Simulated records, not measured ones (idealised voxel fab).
process module | voxel wiring stack
cross-section cut | 260 nm wide | cells 5 nm
A cross-section is a grid of square cells, given in bands from the top down. A band is one or more rows of cells.
Each band's line starts with the height of the band's top and of its bottom, in nm. Then come its materials from left to right, each with its width in nm. One material with "throughout" fills the band from edge to edge. "air" is empty space.
Height 0 is the level under which the wafer as received is all one material. The lowest band goes on downwards, as in "0 down".
A width such as "30 to 40" changes by the same amount from each row of cells to the next, from the band's top row to its bottom row.
"no change" after a step means that no cell of the cross-section changed.
closed voids: empty space of 8 cells or more with no open way to the top, each as width x height at its distance from the left edge, in nm
after a step's settings: what the simulator itself notes on the step
overlay nm, on a step with a mask: how far to the right of its planned place the mask lay; to the left if negative
plan
1 op RECEIVE | material Si
2 op CONFORMAL_DEP | material SiO2 | thk nm 10
3 op CONFORMAL_DEP | material SiCN | thk nm 5
4 op DIRECTIONAL_DEP | material SiO2 | thk nm 25
5 op MASKED_ETCH | tone open | mask id METAL_1 | width nm 30 | pitch nm 55 | etch materials SiO2 | depth nm 25 | overlay nm 0
6 op MASKED_ETCH | tone open | mask id METAL_1 | width nm 30 | pitch nm 55 | etch materials SiCN | depth nm 5 | overlay nm 0
7 op CONFORMAL_DEP | material TiN | thk nm 5
8 op FILL_DEP | material Cu | thk nm 5
9 op CMP | height nm 40
10 op CONFORMAL_DEP | material SiCN | thk nm 5
11 op DIRECTIONAL_DEP | material SiO2 | thk nm 35
12 op PATTERN | tone open | mask id METAL_2_HOLES | material resist | width nm 15 | pitch nm 55 | thk nm 15 | overlay nm 0
13 op DIRECTIONAL_ETCH | etch materials SiO2 | depth nm 35
14 op STRIP | etch materials resist
15 op PATTERN | tone open | mask id METAL_2 | material resist | width nm 30 | pitch nm 55 | thk nm 20 | overlay nm 0
16 op DIRECTIONAL_ETCH | etch materials SiO2 | depth nm 20
17 op DIRECTIONAL_ETCH | etch materials SiCN | depth nm 5
18 op STRIP | etch materials resist
19 op CONFORMAL_DEP | material TiN | thk nm 5
20 op FILL_DEP | material Ru | thk nm 5
21 op CMP | height nm 80
22 op CONFORMAL_DEP | material SiCN | thk nm 5
23 op DIRECTIONAL_DEP | material SiO2 | thk nm 25
24 op PATTERN | tone open | mask id METAL_3 | material resist | width nm 30 | pitch nm 55 | thk nm 15 | overlay nm 0
25 op DIRECTIONAL_ETCH | etch materials SiO2 | depth nm 15
26 op STRIP | etch materials resist
27 op PATTERN | tone open | mask id METAL_3_HOLES | material resist | width nm 15 | pitch nm 55 | thk nm 20 | overlay nm 0
28 op DIRECTIONAL_ETCH | etch materials SiO2 | depth nm 10
29 op DIRECTIONAL_ETCH | etch materials SiCN | depth nm 5
30 op STRIP | etch materials resist
31 op CONFORMAL_DEP | material TiN | thk nm 5
32 op FILL_DEP | material Ru | thk nm 5
33 op CMP | height nm 110
34 op CONFORMAL_DEP | material SiCN | thk nm 5
as received, after step 1
  0 down: Si throughout
  closed voids: none
first wafer at the end, as planned
  115 to 110: SiCN throughout
  110 to 100: SiO2 30 | TiN 5 | Ru 20 | TiN 5 | SiO2 25 | TiN 5 | Ru 20 | TiN 5 | SiO2 25 | TiN 5 | Ru 20 | TiN 5 | SiO2 25 | TiN 5 | Ru 20 | TiN 5 | SiO2 35
  100 to 95: SiO2 30 | TiN 5 | Ru 5 | TiN 20 | SiO2 25 | TiN 5 | Ru 5 | TiN 20 | SiO2 25 | TiN 5 | Ru 5 | TiN 20 | SiO2 25 | TiN 5 | Ru 5 | TiN 20 | SiO2 35
  95 to 85: SiO2 30 | TiN 5 | Ru 5 | TiN 5 | SiO2 40 | TiN 5 | Ru 5 | TiN 5 | SiO2 40 | TiN 5 | Ru 5 | TiN 5 | SiO2 40 | TiN 5 | Ru 5 | TiN 5 | SiO2 50
  85 to 80: SiCN 30 | TiN 15 | SiCN 40 | TiN 15 | SiCN 40 | TiN 15 | SiCN 40 | TiN 15 | SiCN 50
  80 to 65: SiO2 30 | TiN 5 | Ru 20 | TiN 5 | SiO2 25 | TiN 5 | Ru 20 | TiN 5 | SiO2 25 | TiN 5 | Ru 20 | TiN 5 | SiO2 25 | TiN 5 | Ru 20 | TiN 5 | SiO2 35
  65 to 60: SiO2 30 | TiN 5 | Ru 5 | TiN 20 | SiO2 25 | TiN 5 | Ru 5 | TiN 20 | SiO2 25 | TiN 5 | Ru 5 | TiN 20 | SiO2 25 | TiN 5 | Ru 5 | TiN 20 | SiO2 35
  60 to 45: SiO2 30 | TiN 5 | Ru 5 | TiN 5 | SiO2 40 | TiN 5 | Ru 5 | TiN 5 | SiO2 40 | TiN 5 | Ru 5 | TiN 5 | SiO2 40 | TiN 5 | Ru 5 | TiN 5 | SiO2 50
  45 to 40: SiCN 30 | TiN 15 | SiCN 40 | TiN 15 | SiCN 40 | TiN 15 | SiCN 40 | TiN 15 | SiCN 50
  40 to 15: SiO2 30 | TiN 5 | Cu 20 | TiN 5 | SiO2 25 | TiN 5 | Cu 20 | TiN 5 | SiO2 25 | TiN 5 | Cu 20 | TiN 5 | SiO2 25 | TiN 5 | Cu 20 | TiN 5 | SiO2 35
  15 to 10: SiCN 30 | TiN 30 | SiCN 25 | TiN 30 | SiCN 25 | TiN 30 | SiCN 25 | TiN 30 | SiCN 35
  10 to 0: SiO2 throughout
  0 down: Si throughout
  closed voids: none
second wafer at the end: like start, like plan, one mistake
  115 to 110: SiCN throughout
  110 to 100: SiO2 30 | TiN 5 | Ru 20 | TiN 5 | SiO2 25 | TiN 5 | Ru 20 | TiN 5 | SiO2 25 | TiN 5 | Ru 20 | TiN 5 | SiO2 25 | TiN 5 | Ru 20 | TiN 5 | SiO2 35
  100 to 95: SiO2 30 | TiN 5 | Ru 5 | TiN 20 | SiO2 25 | TiN 5 | Ru 5 | TiN 20 | SiO2 25 | TiN 5 | Ru 5 | TiN 20 | SiO2 25 | TiN 5 | Ru 5 | TiN 20 | SiO2 35
  95 to 85: SiO2 30 | TiN 5 | Ru 5 | TiN 5 | SiO2 40 | TiN 5 | Ru 5 | TiN 5 | SiO2 40 | TiN 5 | Ru 5 | TiN 5 | SiO2 40 | TiN 5 | Ru 5 | TiN 5 | SiO2 50
  85 to 80: SiCN 30 | TiN 15 | SiCN 40 | TiN 15 | SiCN 40 | TiN 15 | SiCN 40 | TiN 15 | SiCN 50
  80 to 65: SiO2 30 | TiN 5 | Ru 20 | TiN 5 | SiO2 25 | TiN 5 | Ru 20 | TiN 5 | SiO2 25 | TiN 5 | Ru 20 | TiN 5 | SiO2 25 | TiN 5 | Ru 20 | TiN 5 | SiO2 35
  65 to 60: SiO2 30 | TiN 5 | Ru 5 | TiN 20 | SiO2 25 | TiN 5 | Ru 5 | TiN 20 | SiO2 25 | TiN 5 | Ru 5 | TiN 20 | SiO2 25 | TiN 5 | Ru 5 | TiN 20 | SiO2 35
  60 to 45: SiO2 30 | TiN 5 | Ru 5 | TiN 5 | SiO2 40 | TiN 5 | Ru 5 | TiN 5 | SiO2 40 | TiN 5 | Ru 5 | TiN 5 | SiO2 40 | TiN 5 | Ru 5 | TiN 5 | SiO2 50
  45 to 40: SiCN 30 | TiN 15 | SiCN 40 | TiN 15 | SiCN 40 | TiN 15 | SiCN 40 | TiN 15 | SiCN 50
  40 to 20: SiO2 30 | TiN 5 | Cu 25 | TiN 5 | SiO2 20 | TiN 5 | Cu 25 | TiN 5 | SiO2 20 | TiN 5 | Cu 25 | TiN 5 | SiO2 20 | TiN 5 | Cu 25 | TiN 5 | SiO2 30
  20 to 15: SiO2 30 | TiN 5 | Cu 20 | TiN 10 | SiO2 20 | TiN 5 | Cu 20 | TiN 10 | SiO2 20 | TiN 5 | Cu 20 | TiN 10 | SiO2 20 | TiN 5 | Cu 20 | TiN 10 | SiO2 30
  15 to 10: SiCN 30 | TiN 30 | SiCN 25 | TiN 30 | SiCN 25 | TiN 30 | SiCN 25 | TiN 30 | SiCN 35
  10 to 0: SiO2 throughout
  0 down: Si throughout
  closed voids: none
what went wrong: step 5 ran as: op MASKED_ETCH | tone open | mask id METAL_1 | width nm 35 | pitch nm 55 | etch materials SiO2 | depth nm 25 | overlay nm 0
at the end the second wafer has, in cells: 16 more of Cu | 20 fewer of SiO2 | 4 more of TiN
